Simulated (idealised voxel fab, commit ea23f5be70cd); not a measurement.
process module | voxel released beams
cross-section cut | 285 nm wide | cells 5 nm
A cross-section is a grid of square cells, given in bands from the top down. A band is one or more rows of cells.
Each band's line starts with the height of the band's top and of its bottom, in nm. Then come its materials from left to right, each with its width in nm. One material with "throughout" fills the band from edge to edge. "air" is empty space.
Height 0 is the level under which the wafer as received is all one material. The lowest band goes on downwards, as in "0 down".
A width such as "30 to 40" changes by the same amount from each row of cells to the next, from the band's top row to its bottom row.
"no change" after a step means that no cell of the cross-section changed.
closed voids: empty space of 8 cells or more with no open way to the top, each as width x height at its distance from the left edge, in nm
after a step's settings: what the simulator itself notes on the step
overlay nm, on a step with a mask: how far to the right of its planned place the mask lay; to the left if negative
plan
1 op RECEIVE | material Si
2 op CONFORMAL_DEP | material SiN | thk nm 5
3 op DIRECTIONAL_DEP | material SiO2 | thk nm 10
4 op PATTERN | tone open | mask id ANCHOR | material resist | width nm 35 | thk nm 15 | overlay nm 0
5 op DIRECTIONAL_ETCH | etch materials SiO2 | depth nm 10
6 op STRIP | etch materials resist
7 op CONFORMAL_DEP | material polySi | thk nm 15
8 op DIRECTIONAL_DEP | material aC | thk nm 10
9 op PATTERN | tone cover | mask id BEAM | material resist | width nm 115 | thk nm 25 | overlay nm 0
10 op DIRECTIONAL_ETCH | etch materials aC | depth nm 10
11 op STRIP | etch materials resist
12 op DIRECTIONAL_ETCH | etch materials polySi | depth nm 15
13 op STRIP | etch materials aC
14 op STRIP | etch materials SiO2
first wafer, as planned
as received, after step 1
  0 down: Si throughout
  closed voids: none
after step 2
  5 to 0: SiN throughout
  below 0: unchanged
after step 3
  15 to 5: SiO2 throughout
  below 5: unchanged
after step 4
  30 to 15: resist 85 | air 35 | resist 165
  below 15: unchanged
after step 5
  30 to 15: resist 85 | air 35 | resist 165
  15 to 5: SiO2 85 | air 35 | SiO2 165
  below 5: unchanged
after step 6
  15 to 5: SiO2 85 | air 35 | SiO2 165
  below 5: unchanged
after step 7
  30 to 20: polySi 100 | air 5 | polySi 180
  20 to 15: polySi throughout
  15 to 5: SiO2 85 | polySi 35 | SiO2 165
  below 5: unchanged
after step 8
  40 to 30: aC 100 | air 5 | aC 180
  30 to 20: polySi 100 | aC 5 | polySi 180
  below 20: unchanged
after step 9
  65 to 40: air 80 | resist 115 | air 90
  40 to 30: aC 100 | resist 5 | aC 180
  below 30: unchanged
after step 10
  55 to 40: air 80 | resist 115 | air 90
  40 to 30: air 80 | aC 20 | resist 5 | aC 90 | air 90
  below 30: unchanged
after step 11
  40 to 30: air 80 | aC 20 | air 5 | aC 90 | air 90
  below 30: unchanged
after step 12
  40 to 30: air 80 | aC 20 | air 5 | aC 90 | air 90
  30 to 20: air 80 | polySi 20 | aC 5 | polySi 90 | air 90
  20 to 15: air 80 | polySi 115 | air 90
  below 15: unchanged
after step 13
  30 to 20: air 80 | polySi 20 | air 5 | polySi 90 | air 90
  below 20: unchanged
after step 14
  30 to 20: air 80 | polySi 20 | air 5 | polySi 90 | air 90
  20 to 15: air 80 | polySi 115 | air 90
  15 to 5: air 85 | polySi 35 | air 165
  below 5: unchanged
second wafer: like start, like plan, one mistake. Through step 3 it matches the first wafer
when step 4 should have ended
  30 to 15: air 85 | resist 35 | air 165
  below 15: unchanged
when step 5 should have ended
  30 to 15: air 85 | resist 35 | air 165
  15 to 5: air 85 | SiO2 35 | air 165
  below 5: unchanged
when step 6 should have ended
  15 to 5: air 85 | SiO2 35 | air 165
  below 5: unchanged
when step 7 should have ended
  30 to 20: air 70 | polySi 65 | air 150
  20 to 15: polySi throughout
  15 to 5: polySi 85 | SiO2 35 | polySi 165
  below 5: unchanged
when step 8 should have ended
  40 to 30: air 70 | aC 65 | air 150
  30 to 20: aC 70 | polySi 65 | aC 150
  below 20: unchanged
when step 9 should have ended
  65 to 40: air 80 | resist 115 | air 90
  40 to 30: air 70 | aC 65 | resist 60 | air 90
  below 30: unchanged
when step 10 should have ended
  55 to 40: air 80 | resist 115 | air 90
  40 to 30: air 80 | aC 55 | resist 60 | air 90
  30 to 20: air 70 | polySi 65 | aC 60 | air 90
  below 20: unchanged
when step 11 should have ended
  40 to 30: air 80 | aC 55 | air 150
  below 30: unchanged
when step 12 should have ended
  40 to 30: air 80 | aC 55 | air 150
  30 to 20: air 80 | polySi 55 | aC 60 | air 90
  20 to 15: air 80 | polySi 115 | air 90
  15 to 5: air 70 | polySi 15 | SiO2 35 | polySi 75 | air 90
  below 5: unchanged
when step 13 should have ended
  30 to 20: air 80 | polySi 55 | air 150
  below 20: unchanged
when step 14 should have ended: no change
what went wrong: step 4 ran as: op PATTERN | tone cover | mask id ANCHOR | material resist | width nm 35 | thk nm 15 | overlay nm 0
at the end the second wafer has, in cells: 14 more of SiO2
